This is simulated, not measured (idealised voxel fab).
The document below concerns the process module designated voxel wiring stack.
cross-section cut | 285 nm wide | cells 5 nm
Just so we're on the same page, the cross-sections are grids of square cells, and they're listed out in bands top to bottom, each band one or more rows deep. A band entry consists of two parts. The first gives the height of the band's top and the height of its bottom, in nm. The rest lists the band's materials from left to right, each with its width in nm. A single material labelled with the word "edge to edge" fills the band from edge to edge, and the word "blank" marks empty space. Beneath 0, the wafer as received is one material, and that level is where height counting begins. The lowest band goes on downward without a bottom; it is written like "0 down". A width such as "30..40" changes by the same amount from each row of cells to the next, from the band's top row to its bottom row. "stayed the same" means the step left every cell of the cross-section as it was. The label "Enclosed void listing" introduces a list of the empty spaces, 8 cells or larger, that have no open way up to the top; each entry in it reads width x height at distance, where the distance is taken from the left edge and all three are stated in nm. Note: text after step settings on the step line = simulator remark on that step. The setting "overlay nm" may be written on the line of a step. When the step uses a mask, the value reports how far to the right of the planned place the mask lay, and a negative value reports that it lay to the left.
### Below is the list of planned process steps
1. RECEIVE: material Si
2. CONFORMAL_DEP: material SiO2, thk nm 15
3. CONFORMAL_DEP: material SiN, thk nm 5
4. DIRECTIONAL_DEP: material SiO2, thk nm 20
5. DIRECTIONAL_DEP: material aC, thk nm 15
6. PATTERN: tone open, mask id METAL_1, material resist, width nm 25, pitch nm 50, thk nm 35, overlay nm 0
7. DIRECTIONAL_ETCH: etch materials aC, depth nm 15
8. STRIP: etch materials resist
9. DIRECTIONAL_ETCH: etch materials SiO2, depth nm 20
10. DIRECTIONAL_ETCH: etch materials SiN, depth nm 5
11. STRIP: etch materials aC
12. CONFORMAL_DEP: material TiN, thk nm 5
13. FILL_DEP: material W, thk nm 5
14. CMP: height nm 40
15. EPI: material Ru, thk nm 5
16. FILL_DEP: material SiCN, thk nm 5
17. DIRECTIONAL_DEP: material SiO2, thk nm 15
18. PATTERN: tone open, mask id PLUG_1, material resist, width nm 15, pitch nm 50, thk nm 20, overlay nm 0
19. DIRECTIONAL_ETCH: etch materials SiO2, depth nm 15
20. DIRECTIONAL_ETCH: etch materials SiCN, depth nm 5
21. STRIP: etch materials resist
22. CONFORMAL_DEP: material TiN, thk nm 5
23. FILL_DEP: material Ru, thk nm 10
24. CMP: height nm 65
25. CONFORMAL_DEP: material SiN, thk nm 5
26. DIRECTIONAL_DEP: material lowk, thk nm 20
27. MASKED_ETCH: tone open, mask id METAL_2, width nm 25, pitch nm 50, etch materials lowk, depth nm 20, overlay nm 0
28. MASKED_ETCH: tone open, mask id METAL_2, width nm 25, pitch nm 50, etch materials SiN, depth nm 5, overlay nm 0
29. CONFORMAL_DEP: material TiN, thk nm 5
30. FILL_DEP: material Cu, thk nm 5
31. CMP: height nm 90
32. CONFORMAL_DEP: material SiCN, thk nm 5
### First of the two wafers, run per plan
### As-received state of the wafer in cross-section, equivalent to post-step 1
- 0 down: Si edge to edge
- Enclosed void listing: none
### Presented here is a cross-section of the wafer after step 2 has been performed
- 15 to 0: SiO2 edge to edge
- Rest of section, below 0: as before.
### Presented here is a cross-section of the wafer after step 3 has been performed
- 20 to 15: SiN edge to edge
- Rest of section, below 15: as before.
### Presented here is a cross-section of the wafer after step 4 has been performed
- 40 to 20: SiO2 edge to edge
- Rest of section, below 20: as before.
### Presented here is a cross-section of the wafer after step 5 has been performed
- 55 to 40: aC edge to edge
- Rest of section, below 40: as before.
### Presented here is a cross-section of the wafer after step 6 has been performed
- 90 to 55: 80 of resist / 25 of blank / 25 of resist / 25 of blank / 25 of resist / 25 of blank / 80 of resist
- Rest of section, below 55: as before.
### Presented here is a cross-section of the wafer after step 7 has been performed
- 75 to 55: 80 of resist / 25 of blank / 25 of resist / 25 of blank / 25 of resist / 25 of blank / 80 of resist
- 55 to 40: 80 of aC / 25 of blank / 25 of aC / 25 of blank / 25 of aC / 25 of blank / 80 of aC
- Rest of section, below 40: as before.
### Presented here is a cross-section of the wafer after step 8 has been performed
- 55 to 40: 80 of aC / 25 of blank / 25 of aC / 25 of blank / 25 of aC / 25 of blank / 80 of aC
- Rest of section, below 40: as before.
### Presented here is a cross-section of the wafer after step 9 has been performed
- 55 to 40: 80 of aC / 25 of blank / 25 of aC / 25 of blank / 25 of aC / 25 of blank / 80 of aC
- 40 to 20: 80 of SiO2 / 25 of blank / 25 of SiO2 / 25 of blank / 25 of SiO2 / 25 of blank / 80 of SiO2
- Rest of section, below 20: as before.
### Presented here is a cross-section of the wafer after step 10 has been performed
- 55 to 40: 80 of aC / 25 of blank / 25 of aC / 25 of blank / 25 of aC / 25 of blank / 80 of aC
- 40 to 20: 80 of SiO2 / 25 of blank / 25 of SiO2 / 25 of blank / 25 of SiO2 / 25 of blank / 80 of SiO2
- 20 to 15: 80 of SiN / 25 of blank / 25 of SiN / 25 of blank / 25 of SiN / 25 of blank / 80 of SiN
- Rest of section, below 15: as before.
### Presented here is a cross-section of the wafer after step 11 has been performed
- 40 to 20: 80 of SiO2 / 25 of blank / 25 of SiO2 / 25 of blank / 25 of SiO2 / 25 of blank / 80 of SiO2
- Rest of section, below 20: as before.
### Presented here is a cross-section of the wafer after step 12 has been performed
- 45 to 40: 85 of TiN / 15 of blank / 35 of TiN / 15 of blank / 35 of TiN / 15 of blank / 85 of TiN
- 40 to 20: 80 of SiO2 / 5 of TiN / 15 of blank / 5 of TiN / 25 of SiO2 / 5 of TiN / 15 of blank / 5 of TiN / 25 of SiO2 / 5 of TiN / 15 of blank / 5 of TiN / 80 of SiO2
- 20 to 15: 80 of SiN / 25 of TiN / 25 of SiN / 25 of TiN / 25 of SiN / 25 of TiN / 80 of SiN
- Rest of section, below 15: as before.
### Presented here is a cross-section of the wafer after step 13 has been performed
- 50 to 45: W edge to edge
- 45 to 40: 85 of TiN / 15 of W / 35 of TiN / 15 of W / 35 of TiN / 15 of W / 85 of TiN
- 40 to 20: 80 of SiO2 / 5 of TiN / 15 of W / 5 of TiN / 25 of SiO2 / 5 of TiN / 15 of W / 5 of TiN / 25 of SiO2 / 5 of TiN / 15 of W / 5 of TiN / 80 of SiO2
- Rest of section, below 20: as before.
### Presented here is a cross-section of the wafer after step 14 has been performed
- 40 to 20: 80 of SiO2 / 5 of TiN / 15 of W / 5 of TiN / 25 of SiO2 / 5 of TiN / 15 of W / 5 of TiN / 25 of SiO2 / 5 of TiN / 15 of W / 5 of TiN / 80 of SiO2
- Rest of section, below 20: as before.
### Presented here is a cross-section of the wafer after step 15 has been performed
- 45 to 40: 75 of blank / 35 of Ru / 15 of blank / 35 of Ru / 15 of blank / 35 of Ru / 75 of blank
- Rest of section, below 40: as before.
### Presented here is a cross-section of the wafer after step 16 has been performed
- 50 to 45: SiCN edge to edge
- 45 to 40: 75 of SiCN / 35 of Ru / 15 of SiCN / 35 of Ru / 15 of SiCN / 35 of Ru / 75 of SiCN
- Rest of section, below 40: as before.
### Presented here is a cross-section of the wafer after step 17 has been performed
- 65 to 50: SiO2 edge to edge
- Rest of section, below 50: as before.
### Presented here is a cross-section of the wafer after step 18 has been performed
- 85 to 65: 80 of resist / 15 of blank / 35 of resist / 15 of blank / 35 of resist / 15 of blank / 90 of resist
- Rest of section, below 65: as before.
### Presented here is a cross-section of the wafer after step 19 has been performed
- 85 to 65: 80 of resist / 15 of blank / 35 of resist / 15 of blank / 35 of resist / 15 of blank / 90 of resist
- 65 to 50: 80 of SiO2 / 15 of blank / 35 of SiO2 / 15 of blank / 35 of SiO2 / 15 of blank / 90 of SiO2
- Rest of section, below 50: as before.
### Presented here is a cross-section of the wafer after step 20 has been performed
- 85 to 65: 80 of resist / 15 of blank / 35 of resist / 15 of blank / 35 of resist / 15 of blank / 90 of resist
- 65 to 50: 80 of SiO2 / 15 of blank / 35 of SiO2 / 15 of blank / 35 of SiO2 / 15 of blank / 90 of SiO2
- 50 to 45: 80 of SiCN / 15 of blank / 35 of SiCN / 15 of blank / 35 of SiCN / 15 of blank / 90 of SiCN
- Rest of section, below 45: as before.
### Presented here is a cross-section of the wafer after step 21 has been performed
- 65 to 50: 80 of SiO2 / 15 of blank / 35 of SiO2 / 15 of blank / 35 of SiO2 / 15 of blank / 90 of SiO2
- Rest of section, below 50: as before.
### Presented here is a cross-section of the wafer after step 22 has been performed
- 70 to 65: 85 of TiN / 5 of blank / 45 of TiN / 5 of blank / 45 of TiN / 5 of blank / 95 of TiN
- 65 to 50: 80 of SiO2 / 5 of TiN / 5 of blank / 5 of TiN / 35 of SiO2 / 5 of TiN / 5 of blank / 5 of TiN / 35 of SiO2 / 5 of TiN / 5 of blank / 5 of TiN / 90 of SiO2
- 50 to 45: 80 of SiCN / 15 of TiN / 35 of SiCN / 15 of TiN / 35 of SiCN / 15 of TiN / 90 of SiCN
- Rest of section, below 45: as before.
### Presented here is a cross-section of the wafer after step 23 has been performed
- 80 to 70: Ru edge to edge
- 70 to 65: 85 of TiN / 5 of Ru / 45 of TiN / 5 of Ru / 45 of TiN / 5 of Ru / 95 of TiN
- 65 to 50: 80 of SiO2 / 5 of TiN / 5 of Ru / 5 of TiN / 35 of SiO2 / 5 of TiN / 5 of Ru / 5 of TiN / 35 of SiO2 / 5 of TiN / 5 of Ru / 5 of TiN / 90 of SiO2
- Rest of section, below 50: as before.
### Presented here is a cross-section of the wafer after step 24 has been performed
- 65 to 50: 80 of SiO2 / 5 of TiN / 5 of Ru / 5 of TiN / 35 of SiO2 / 5 of TiN / 5 of Ru / 5 of TiN / 35 of SiO2 / 5 of TiN / 5 of Ru / 5 of TiN / 90 of SiO2
- Rest of section, below 50: as before.
### Presented here is a cross-section of the wafer after step 25 has been performed
- 70 to 65: SiN edge to edge
- Rest of section, below 65: as before.
### Presented here is a cross-section of the wafer after step 26 has been performed
- 90 to 70: lowk edge to edge
- Rest of section, below 70: as before.
### Presented here is a cross-section of the wafer after step 27 has been performed
- 90 to 70: 80 of lowk / 25 of blank / 25 of lowk / 25 of blank / 25 of lowk / 25 of blank / 80 of lowk
- Rest of section, below 70: as before.
### Presented here is a cross-section of the wafer after step 28 has been performed
- 90 to 70: 80 of lowk / 25 of blank / 25 of lowk / 25 of blank / 25 of lowk / 25 of blank / 80 of lowk
- 70 to 65: 80 of SiN / 25 of blank / 25 of SiN / 25 of blank / 25 of SiN / 25 of blank / 80 of SiN
- Rest of section, below 65: as before.
### Presented here is a cross-section of the wafer after step 29 has been performed
- 95 to 90: 85 of TiN / 15 of blank / 35 of TiN / 15 of blank / 35 of TiN / 15 of blank / 85 of TiN
- 90 to 70: 80 of lowk / 5 of TiN / 15 of blank / 5 of TiN / 25 of lowk / 5 of TiN / 15 of blank / 5 of TiN / 25 of lowk / 5 of TiN / 15 of blank / 5 of TiN / 80 of lowk
- 70 to 65: 80 of SiN / 25 of TiN / 25 of SiN / 25 of TiN / 25 of SiN / 25 of TiN / 80 of SiN
- Rest of section, below 65: as before.
### Presented here is a cross-section of the wafer after step 30 has been performed
- 100 to 95: Cu edge to edge
- 95 to 90: 85 of TiN / 15 of Cu / 35 of TiN / 15 of Cu / 35 of TiN / 15 of Cu / 85 of TiN
- 90 to 70: 80 of lowk / 5 of TiN / 15 of Cu / 5 of TiN / 25 of lowk / 5 of TiN / 15 of Cu / 5 of TiN / 25 of lowk / 5 of TiN / 15 of Cu / 5 of TiN / 80 of lowk
- Rest of section, below 70: as before.
### Presented here is a cross-section of the wafer after step 31 has been performed
- 90 to 70: 80 of lowk / 5 of TiN / 15 of Cu / 5 of TiN / 25 of lowk / 5 of TiN / 15 of Cu / 5 of TiN / 25 of lowk / 5 of TiN / 15 of Cu / 5 of TiN / 80 of lowk
- Rest of section, below 70: as before.
### Presented here is a cross-section of the wafer after step 32 has been performed
- 95 to 90: SiCN edge to edge
- Rest of section, below 90: as before.
### Second wafer. Start and plan as for the first. One mistake made in running. Agrees with the first up to and including step 12
### Cross-section, second wafer, at the end time the plan gives for step 13
- 50 to 45: SiN edge to edge
- 45 to 40: 85 of TiN / 15 of SiN / 35 of TiN / 15 of SiN / 35 of TiN / 15 of SiN / 85 of TiN
- 40 to 20: 80 of SiO2 / 5 of TiN / 15 of SiN / 5 of TiN / 25 of SiO2 / 5 of TiN / 15 of SiN / 5 of TiN / 25 of SiO2 / 5 of TiN / 15 of SiN / 5 of TiN / 80 of SiO2
- Rest of section, below 20: as before.
### Cross-section, second wafer, at the end time the plan gives for step 14
- 40 to 20: 80 of SiO2 / 5 of TiN / 15 of SiN / 5 of TiN / 25 of SiO2 / 5 of TiN / 15 of SiN / 5 of TiN / 25 of SiO2 / 5 of TiN / 15 of SiN / 5 of TiN / 80 of SiO2
- Rest of section, below 20: as before.
### Cross-section, second wafer, at the end time the plan gives for step 15
- 45 to 40: 75 of blank / 15 of Ru / 5 of blank / 15 of Ru / 15 of blank / 15 of Ru / 5 of blank / 15 of Ru / 15 of blank / 15 of Ru / 5 of blank / 15 of Ru / 75 of blank
- Rest of section, below 40: as before.
### Cross-section, second wafer, at the end time the plan gives for step 16
- 50 to 45: SiCN edge to edge
- 45 to 40: 75 of SiCN / 15 of Ru / 5 of SiCN / 15 of Ru / 15 of SiCN / 15 of Ru / 5 of SiCN / 15 of Ru / 15 of SiCN / 15 of Ru / 5 of SiCN / 15 of Ru / 75 of SiCN
- Rest of section, below 40: as before.
### Cross-section, second wafer, at the end time the plan gives for step 17
- 65 to 50: SiO2 edge to edge
- Rest of section, below 50: as before.
### Cross-section, second wafer, at the end time the plan gives for step 18
- 85 to 65: 80 of resist / 15 of blank / 35 of resist / 15 of blank / 35 of resist / 15 of blank / 90 of resist
- Rest of section, below 65: as before.
### Cross-section, second wafer, at the end time the plan gives for step 19
- 85 to 65: 80 of resist / 15 of blank / 35 of resist / 15 of blank / 35 of resist / 15 of blank / 90 of resist
- 65 to 50: 80 of SiO2 / 15 of blank / 35 of SiO2 / 15 of blank / 35 of SiO2 / 15 of blank / 90 of SiO2
- Rest of section, below 50: as before.
### Cross-section, second wafer, at the end time the plan gives for step 20
- 85 to 65: 80 of resist / 15 of blank / 35 of resist / 15 of blank / 35 of resist / 15 of blank / 90 of resist
- 65 to 50: 80 of SiO2 / 15 of blank / 35 of SiO2 / 15 of blank / 35 of SiO2 / 15 of blank / 90 of SiO2
- 50 to 45: 80 of SiCN / 15 of blank / 35 of SiCN / 15 of blank / 35 of SiCN / 15 of blank / 90 of SiCN
- Rest of section, below 45: as before.
### Cross-section, second wafer, at the end time the plan gives for step 21
- 65 to 50: 80 of SiO2 / 15 of blank / 35 of SiO2 / 15 of blank / 35 of SiO2 / 15 of blank / 90 of SiO2
- Rest of section, below 50: as before.
### Cross-section, second wafer, at the end time the plan gives for step 22
- 70 to 65: 85 of TiN / 5 of blank / 45 of TiN / 5 of blank / 45 of TiN / 5 of blank / 95 of TiN
- 65 to 50: 80 of SiO2 / 5 of TiN / 5 of blank / 5 of TiN / 35 of SiO2 / 5 of TiN / 5 of blank / 5 of TiN / 35 of SiO2 / 5 of TiN / 5 of blank / 5 of TiN / 90 of SiO2
- 50 to 45: 80 of SiCN / 15 of TiN / 35 of SiCN / 15 of TiN / 35 of SiCN / 15 of TiN / 90 of SiCN
- Rest of section, below 45: as before.
### Cross-section, second wafer, at the end time the plan gives for step 23
- 80 to 70: Ru edge to edge
- 70 to 65: 85 of TiN / 5 of Ru / 45 of TiN / 5 of Ru / 45 of TiN / 5 of Ru / 95 of TiN
- 65 to 50: 80 of SiO2 / 5 of TiN / 5 of Ru / 5 of TiN / 35 of SiO2 / 5 of TiN / 5 of Ru / 5 of TiN / 35 of SiO2 / 5 of TiN / 5 of Ru / 5 of TiN / 90 of SiO2
- Rest of section, below 50: as before.
### Cross-section, second wafer, at the end time the plan gives for step 24
- 65 to 50: 80 of SiO2 / 5 of TiN / 5 of Ru / 5 of TiN / 35 of SiO2 / 5 of TiN / 5 of Ru / 5 of TiN / 35 of SiO2 / 5 of TiN / 5 of Ru / 5 of TiN / 90 of SiO2
- Rest of section, below 50: as before.
### Cross-section, second wafer, at the end time the plan gives for step 25
- 70 to 65: SiN edge to edge
- Rest of section, below 65: as before.
### Cross-section, second wafer, at the end time the plan gives for step 26
- 90 to 70: lowk edge to edge
- Rest of section, below 70: as before.
### Cross-section, second wafer, at the end time the plan gives for step 27
- 90 to 70: 80 of lowk / 25 of blank / 25 of lowk / 25 of blank / 25 of lowk / 25 of blank / 80 of lowk
- Rest of section, below 70: as before.
### Cross-section, second wafer, at the end time the plan gives for step 28
- 90 to 70: 80 of lowk / 25 of blank / 25 of lowk / 25 of blank / 25 of lowk / 25 of blank / 80 of lowk
- 70 to 65: 80 of SiN / 25 of blank / 25 of SiN / 25 of blank / 25 of SiN / 25 of blank / 80 of SiN
- Rest of section, below 65: as before.
### Cross-section, second wafer, at the end time the plan gives for step 29
- 95 to 90: 85 of TiN / 15 of blank / 35 of TiN / 15 of blank / 35 of TiN / 15 of blank / 85 of TiN
- 90 to 70: 80 of lowk / 5 of TiN / 15 of blank / 5 of TiN / 25 of lowk / 5 of TiN / 15 of blank / 5 of TiN / 25 of lowk / 5 of TiN / 15 of blank / 5 of TiN / 80 of lowk
- 70 to 65: 80 of SiN / 25 of TiN / 25 of SiN / 25 of TiN / 25 of SiN / 25 of TiN / 80 of SiN
- Rest of section, below 65: as before.
### Cross-section, second wafer, at the end time the plan gives for step 30
- 100 to 95: Cu edge to edge
- 95 to 90: 85 of TiN / 15 of Cu / 35 of TiN / 15 of Cu / 35 of TiN / 15 of Cu / 85 of TiN
- 90 to 70: 80 of lowk / 5 of TiN / 15 of Cu / 5 of TiN / 25 of lowk / 5 of TiN / 15 of Cu / 5 of TiN / 25 of lowk / 5 of TiN / 15 of Cu / 5 of TiN / 80 of lowk
- Rest of section, below 70: as before.
### Cross-section, second wafer, at the end time the plan gives for step 31
- 90 to 70: 80 of lowk / 5 of TiN / 15 of Cu / 5 of TiN / 25 of lowk / 5 of TiN / 15 of Cu / 5 of TiN / 25 of lowk / 5 of TiN / 15 of Cu / 5 of TiN / 80 of lowk
- Rest of section, below 70: as before.
### Cross-section, second wafer, at the end time the plan gives for step 32
- 95 to 90: SiCN edge to edge
- Rest of section, below 90: as before.
What broke from the plan during processing? step 13 did not happen as planned, as run it was FILL_DEP: material SiN, thk nm 5
Counted in cells at the end, the second wafer holds more or fewer of these materials than the first: -3 Ru; +3 SiCN; +36 SiN; -36 W
